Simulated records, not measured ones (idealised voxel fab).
The name of this process module is voxel wiring stack.
Section cut is 260 nm wide and gridded with 5 nm square cells.
We lay out every cross-section as a grid of square cells and spell it out in bands from the top down, where one band means one or more rows of cells.
Each band's line starts with the height of the band's top and of its bottom, in nm. Then come its materials from left to right, each with its width in nm. One material with "edge to edge" fills the band from edge to edge. "air" is empty space.
The reference from which all heights are counted is 0, the level beneath which the as-received wafer is entirely one material; the lowest band, having no lower bound, proceeds downward and is written after the example "0 nm and below".
Graded width ("30 to 40"): value in top row of band = first number; value in bottom row = second number; row-to-row change constant.
Where the words "left unchanged" appear for a step, the cross-section shows no cell changed by that step; every cell remained as before.
So "Enclosed internal voids" is basically the list of trapped voids: any empty space of 8 cells or more that can't reach the top through an opening. They're written width x height at distance, the distance being from the left edge, and it's all nm.
If you see something after the settings on a step's line, that's the simulator's own remark about that step.
On any step carrying a mask, the "overlay nm" setting, if present on the step's line, tells how far right of its planned place the mask lay; negative values point to the left.
These are the steps we planned for the process
- 1: op RECEIVE | material Si
- 2: op CONFORMAL_DEP | material SiO2 | thk nm 15
- 3: op CONFORMAL_DEP | material SiN | thk nm 5
- 4: op DIRECTIONAL_DEP | material lowk | thk nm 15
- 5: op MASKED_ETCH | tone open | mask id METAL_1 | width nm 25 | pitch nm 50 | etch materials lowk | depth nm 15 | overlay nm 0
- 6: op MASKED_ETCH | tone open | mask id METAL_1 | width nm 25 | pitch nm 50 | etch materials SiN | depth nm 5 | overlay nm 0
- 7: op CONFORMAL_DEP | material TiN | thk nm 5
- 8: op FILL_DEP | material W | thk nm 10
- 9: op CMP | height nm 35
- 10: op EPI | material Ru | thk nm 5
- 11: op FILL_DEP | material SiCN | thk nm 5
- 12: op DIRECTIONAL_DEP | material lowk | thk nm 35
- 13: op PATTERN | tone open | mask id METAL_2_HOLES | material resist | width nm 15 | thk nm 15 | overlay nm 0
- 14: op DIRECTIONAL_ETCH | etch materials lowk | depth nm 35
- 15: op STRIP | etch materials resist
- 16: op DIRECTIONAL_DEP | material aC | thk nm 15
- 17: op PATTERN | tone open | mask id METAL_2 | material resist | width nm 25 | pitch nm 50 | thk nm 35 | overlay nm 0
- 18: op DIRECTIONAL_ETCH | etch materials aC | depth nm 15
- 19: op STRIP | etch materials resist
- 20: op DIRECTIONAL_ETCH | etch materials lowk | depth nm 20
- 21: op DIRECTIONAL_ETCH | etch materials SiCN | depth nm 5
- 22: op STRIP | etch materials aC
- 23: op CONFORMAL_DEP | material TiN | thk nm 5
- 24: op FILL_DEP | material Cu | thk nm 5
- 25: op CMP | height nm 80
- 26: op CONFORMAL_DEP | material SiCN | thk nm 5
The first of the two wafers, which ran as planned
Here's what the wafer looked like in cross-section when it arrived - that's after step 1
> 0 nm and below = Si edge to edge
> Enclosed internal voids: none
After step 2
> 15 nm to 0 nm = SiO2 edge to edge
> Rest of section, below 0: as before.
After step 3
> 20 nm to 15 nm = SiN edge to edge
> Rest of section, below 15: as before.
After step 4
> 35 nm to 20 nm = lowk edge to edge
> Rest of section, below 20: as before.
After step 5
> 35 nm to 20 nm = lowk: 90 | air: 25 | lowk: 25 | air: 25 | lowk: 95
> Rest of section, below 20: as before.
After step 6
> 35 nm to 20 nm = lowk: 90 | air: 25 | lowk: 25 | air: 25 | lowk: 95
> 20 nm to 15 nm = SiN: 90 | air: 25 | SiN: 25 | air: 25 | SiN: 95
> Rest of section, below 15: as before.
After step 7
> 40 nm to 35 nm = TiN: 95 | air: 15 | TiN: 35 | air: 15 | TiN: 100
> 35 nm to 20 nm = lowk: 90 | TiN: 5 | air: 15 | TiN: 5 | lowk: 25 | TiN: 5 | air: 15 | TiN: 5 | lowk: 95
> 20 nm to 15 nm = SiN: 90 | TiN: 25 | SiN: 25 | TiN: 25 | SiN: 95
> Rest of section, below 15: as before.
After step 8
> 50 nm to 40 nm = W edge to edge
> 40 nm to 35 nm = TiN: 95 | W: 15 | TiN: 35 | W: 15 | TiN: 100
> 35 nm to 20 nm = lowk: 90 | TiN: 5 | W: 15 | TiN: 5 | lowk: 25 | TiN: 5 | W: 15 | TiN: 5 | lowk: 95
> Rest of section, below 20: as before.
After step 9
> 35 nm to 20 nm = lowk: 90 | TiN: 5 | W: 15 | TiN: 5 | lowk: 25 | TiN: 5 | W: 15 | TiN: 5 | lowk: 95
> Rest of section, below 20: as before.
After step 10
> 40 nm to 35 nm = air: 85 | Ru: 35 | air: 15 | Ru: 35 | air: 90
> Rest of section, below 35: as before.
After step 11
> 45 nm to 40 nm = SiCN edge to edge
> 40 nm to 35 nm = SiCN: 85 | Ru: 35 | SiCN: 15 | Ru: 35 | SiCN: 90
> Rest of section, below 35: as before.
After step 12
> 80 nm to 45 nm = lowk edge to edge
> Rest of section, below 45: as before.
After step 13
> 95 nm to 80 nm = resist: 90 | air: 15 | resist: 155
> Rest of section, below 80: as before.
After step 14
> 95 nm to 80 nm = resist: 90 | air: 15 | resist: 155
> 80 nm to 45 nm = lowk: 90 | air: 15 | lowk: 155
> Rest of section, below 45: as before.
After step 15
> 80 nm to 45 nm = lowk: 90 | air: 15 | lowk: 155
> Rest of section, below 45: as before.
After step 16
> 95 nm to 80 nm = aC: 90 | air: 15 | aC: 155
> 80 nm to 60 nm = lowk: 90 | air: 15 | lowk: 155
> 60 nm to 45 nm = lowk: 90 | aC: 15 | lowk: 155
> Rest of section, below 45: as before.
After step 17
> 130 nm to 95 nm = resist: 90 | air: 25 | resist: 25 | air: 25 | resist: 95
> Rest of section, below 95: as before.
After step 18
> 115 nm to 95 nm = resist: 90 | air: 25 | resist: 25 | air: 25 | resist: 95
> 95 nm to 80 nm = aC: 90 | air: 25 | aC: 25 | air: 25 | aC: 95
> 80 nm to 45 nm = lowk: 90 | air: 15 | lowk: 155
> Rest of section, below 45: as before.
After step 19
> 95 nm to 80 nm = aC: 90 | air: 25 | aC: 25 | air: 25 | aC: 95
> Rest of section, below 80: as before.
After step 20
> 95 nm to 80 nm = aC: 90 | air: 25 | aC: 25 | air: 25 | aC: 95
> 80 nm to 60 nm = lowk: 90 | air: 25 | lowk: 25 | air: 25 | lowk: 95
> Rest of section, below 60: as before.
After step 21
> 95 nm to 80 nm = aC: 90 | air: 25 | aC: 25 | air: 25 | aC: 95
> 80 nm to 60 nm = lowk: 90 | air: 25 | lowk: 25 | air: 25 | lowk: 95
> 60 nm to 45 nm = lowk: 90 | air: 15 | lowk: 155
> 45 nm to 40 nm = SiCN: 90 | air: 15 | SiCN: 155
> Rest of section, below 40: as before.
After step 22
> 80 nm to 60 nm = lowk: 90 | air: 25 | lowk: 25 | air: 25 | lowk: 95
> Rest of section, below 60: as before.
After step 23
> 85 nm to 80 nm = TiN: 95 | air: 15 | TiN: 35 | air: 15 | TiN: 100
> 80 nm to 65 nm = lowk: 90 | TiN: 5 | air: 15 | TiN: 5 | lowk: 25 | TiN: 5 | air: 15 | TiN: 5 | lowk: 95
> 65 nm to 60 nm = lowk: 90 | TiN: 5 | air: 5 | TiN: 15 | lowk: 25 | TiN: 25 | lowk: 95
> 60 nm to 45 nm = lowk: 90 | TiN: 5 | air: 5 | TiN: 5 | lowk: 155
> 45 nm to 40 nm = SiCN: 90 | TiN: 15 | SiCN: 155
> Rest of section, below 40: as before.
After step 24
> 90 nm to 85 nm = Cu edge to edge
> 85 nm to 80 nm = TiN: 95 | Cu: 15 | TiN: 35 | Cu: 15 | TiN: 100
> 80 nm to 65 nm = lowk: 90 | TiN: 5 | Cu: 15 | TiN: 5 | lowk: 25 | TiN: 5 | Cu: 15 | TiN: 5 | lowk: 95
> 65 nm to 60 nm = lowk: 90 | TiN: 5 | Cu: 5 | TiN: 15 | lowk: 25 | TiN: 25 | lowk: 95
> 60 nm to 45 nm = lowk: 90 | TiN: 5 | Cu: 5 | TiN: 5 | lowk: 155
> Rest of section, below 45: as before.
After step 25
> 80 nm to 65 nm = lowk: 90 | TiN: 5 | Cu: 15 | TiN: 5 | lowk: 25 | TiN: 5 | Cu: 15 | TiN: 5 | lowk: 95
> Rest of section, below 65: as before.
After step 26
> 85 nm to 80 nm = SiCN edge to edge
> Rest of section, below 80: as before.
The Second Wafer: Common Origin and Plan, One Mistake in Execution, Identical to the First Through Step 1
Second wafer profile in section, at the moment step 2 of the plan was meant to be complete
> 30 nm to 0 nm = SiO2 edge to edge
> Rest of section, below 0: as before.
Second wafer profile in section, at the moment step 3 of the plan was meant to be complete
> 35 nm to 30 nm = SiN edge to edge
> Rest of section, below 30: as before.
Second wafer profile in section, at the moment step 4 of the plan was meant to be complete
> 50 nm to 35 nm = lowk edge to edge
> Rest of section, below 35: as before.
Second wafer profile in section, at the moment step 5 of the plan was meant to be complete
> 50 nm to 35 nm = lowk: 90 | air: 25 | lowk: 25 | air: 25 | lowk: 95
> Rest of section, below 35: as before.
Second wafer profile in section, at the moment step 6 of the plan was meant to be complete
> 50 nm to 35 nm = lowk: 90 | air: 25 | lowk: 25 | air: 25 | lowk: 95
> 35 nm to 30 nm = SiN: 90 | air: 25 | SiN: 25 | air: 25 | SiN: 95
> Rest of section, below 30: as before.
Second wafer profile in section, at the moment step 7 of the plan was meant to be complete
> 55 nm to 50 nm = TiN: 95 | air: 15 | TiN: 35 | air: 15 | TiN: 100
> 50 nm to 35 nm = lowk: 90 | TiN: 5 | air: 15 | TiN: 5 | lowk: 25 | TiN: 5 | air: 15 | TiN: 5 | lowk: 95
> 35 nm to 30 nm = SiN: 90 | TiN: 25 | SiN: 25 | TiN: 25 | SiN: 95
> Rest of section, below 30: as before.
Second wafer profile in section, at the moment step 8 of the plan was meant to be complete
> 65 nm to 55 nm = W edge to edge
> 55 nm to 50 nm = TiN: 95 | W: 15 | TiN: 35 | W: 15 | TiN: 100
> 50 nm to 35 nm = lowk: 90 | TiN: 5 | W: 15 | TiN: 5 | lowk: 25 | TiN: 5 | W: 15 | TiN: 5 | lowk: 95
> Rest of section, below 35: as before.
Second wafer profile in section, at the moment step 9 of the plan was meant to be complete
> 35 nm to 30 nm = SiN: 90 | TiN: 25 | SiN: 25 | TiN: 25 | SiN: 95
> Rest of section, below 30: as before.
Second wafer profile in section, at the moment step 10 of the plan was meant to be complete
> 40 nm to 35 nm = air: 85 | Ru: 35 | air: 15 | Ru: 35 | air: 90
> Rest of section, below 35: as before.
Second wafer profile in section, at the moment step 11 of the plan was meant to be complete
> 45 nm to 40 nm = SiCN edge to edge
> 40 nm to 35 nm = SiCN: 85 | Ru: 35 | SiCN: 15 | Ru: 35 | SiCN: 90
> Rest of section, below 35: as before.
Second wafer profile in section, at the moment step 12 of the plan was meant to be complete
> 80 nm to 45 nm = lowk edge to edge
> Rest of section, below 45: as before.
Second wafer profile in section, at the moment step 13 of the plan was meant to be complete
> 95 nm to 80 nm = resist: 90 | air: 15 | resist: 155
> Rest of section, below 80: as before.
Second wafer profile in section, at the moment step 14 of the plan was meant to be complete
> 95 nm to 80 nm = resist: 90 | air: 15 | resist: 155
> 80 nm to 45 nm = lowk: 90 | air: 15 | lowk: 155
> Rest of section, below 45: as before.
Second wafer profile in section, at the moment step 15 of the plan was meant to be complete
> 80 nm to 45 nm = lowk: 90 | air: 15 | lowk: 155
> Rest of section, below 45: as before.
Second wafer profile in section, at the moment step 16 of the plan was meant to be complete
> 95 nm to 80 nm = aC: 90 | air: 15 | aC: 155
> 80 nm to 60 nm = lowk: 90 | air: 15 | lowk: 155
> 60 nm to 45 nm = lowk: 90 | aC: 15 | lowk: 155
> Rest of section, below 45: as before.
Second wafer profile in section, at the moment step 17 of the plan was meant to be complete
> 130 nm to 95 nm = resist: 90 | air: 25 | resist: 25 | air: 25 | resist: 95
> Rest of section, below 95: as before.
Second wafer profile in section, at the moment step 18 of the plan was meant to be complete
> 115 nm to 95 nm = resist: 90 | air: 25 | resist: 25 | air: 25 | resist: 95
> 95 nm to 80 nm = aC: 90 | air: 25 | aC: 25 | air: 25 | aC: 95
> 80 nm to 45 nm = lowk: 90 | air: 15 | lowk: 155
> Rest of section, below 45: as before.
Second wafer profile in section, at the moment step 19 of the plan was meant to be complete
> 95 nm to 80 nm = aC: 90 | air: 25 | aC: 25 | air: 25 | aC: 95
> Rest of section, below 80: as before.
Second wafer profile in section, at the moment step 20 of the plan was meant to be complete
> 95 nm to 80 nm = aC: 90 | air: 25 | aC: 25 | air: 25 | aC: 95
> 80 nm to 60 nm = lowk: 90 | air: 25 | lowk: 25 | air: 25 | lowk: 95
> Rest of section, below 60: as before.
Second wafer profile in section, at the moment step 21 of the plan was meant to be complete
> 95 nm to 80 nm = aC: 90 | air: 25 | aC: 25 | air: 25 | aC: 95
> 80 nm to 60 nm = lowk: 90 | air: 25 | lowk: 25 | air: 25 | lowk: 95
> 60 nm to 45 nm = lowk: 90 | air: 15 | lowk: 155
> 45 nm to 40 nm = SiCN: 90 | air: 15 | SiCN: 155
> Rest of section, below 40: as before.
Second wafer profile in section, at the moment step 22 of the plan was meant to be complete
> 80 nm to 60 nm = lowk: 90 | air: 25 | lowk: 25 | air: 25 | lowk: 95
> Rest of section, below 60: as before.
Second wafer profile in section, at the moment step 23 of the plan was meant to be complete
> 85 nm to 80 nm = TiN: 95 | air: 15 | TiN: 35 | air: 15 | TiN: 100
> 80 nm to 65 nm = lowk: 90 | TiN: 5 | air: 15 | TiN: 5 | lowk: 25 | TiN: 5 | air: 15 | TiN: 5 | lowk: 95
> 65 nm to 60 nm = lowk: 90 | TiN: 5 | air: 5 | TiN: 15 | lowk: 25 | TiN: 25 | lowk: 95
> 60 nm to 45 nm = lowk: 90 | TiN: 5 | air: 5 | TiN: 5 | lowk: 155
> 45 nm to 40 nm = SiCN: 90 | TiN: 15 | SiCN: 155
> Rest of section, below 40: as before.
Second wafer profile in section, at the moment step 24 of the plan was meant to be complete
> 90 nm to 85 nm = Cu edge to edge
> 85 nm to 80 nm = TiN: 95 | Cu: 15 | TiN: 35 | Cu: 15 | TiN: 100
> 80 nm to 65 nm = lowk: 90 | TiN: 5 | Cu: 15 | TiN: 5 | lowk: 25 | TiN: 5 | Cu: 15 | TiN: 5 | lowk: 95
> 65 nm to 60 nm = lowk: 90 | TiN: 5 | Cu: 5 | TiN: 15 | lowk: 25 | TiN: 25 | lowk: 95
> 60 nm to 45 nm = lowk: 90 | TiN: 5 | Cu: 5 | TiN: 5 | lowk: 155
> Rest of section, below 45: as before.
Second wafer profile in section, at the moment step 25 of the plan was meant to be complete
> 80 nm to 65 nm = lowk: 90 | TiN: 5 | Cu: 15 | TiN: 5 | lowk: 25 | TiN: 5 | Cu: 15 | TiN: 5 | lowk: 95
> Rest of section, below 65: as before.
Second wafer profile in section, at the moment step 26 of the plan was meant to be complete
> 85 nm to 80 nm = SiCN edge to edge
> Rest of section, below 80: as before.
In executing the process, a mistake was made relative to the plan: plan step 2 was twice executed
Upon completion, the second wafer contains, in terms of cells, a greater or smaller amount of certain materials than the first wafer: +156 SiO2 | -12 TiN | -18 W | -126 lowk
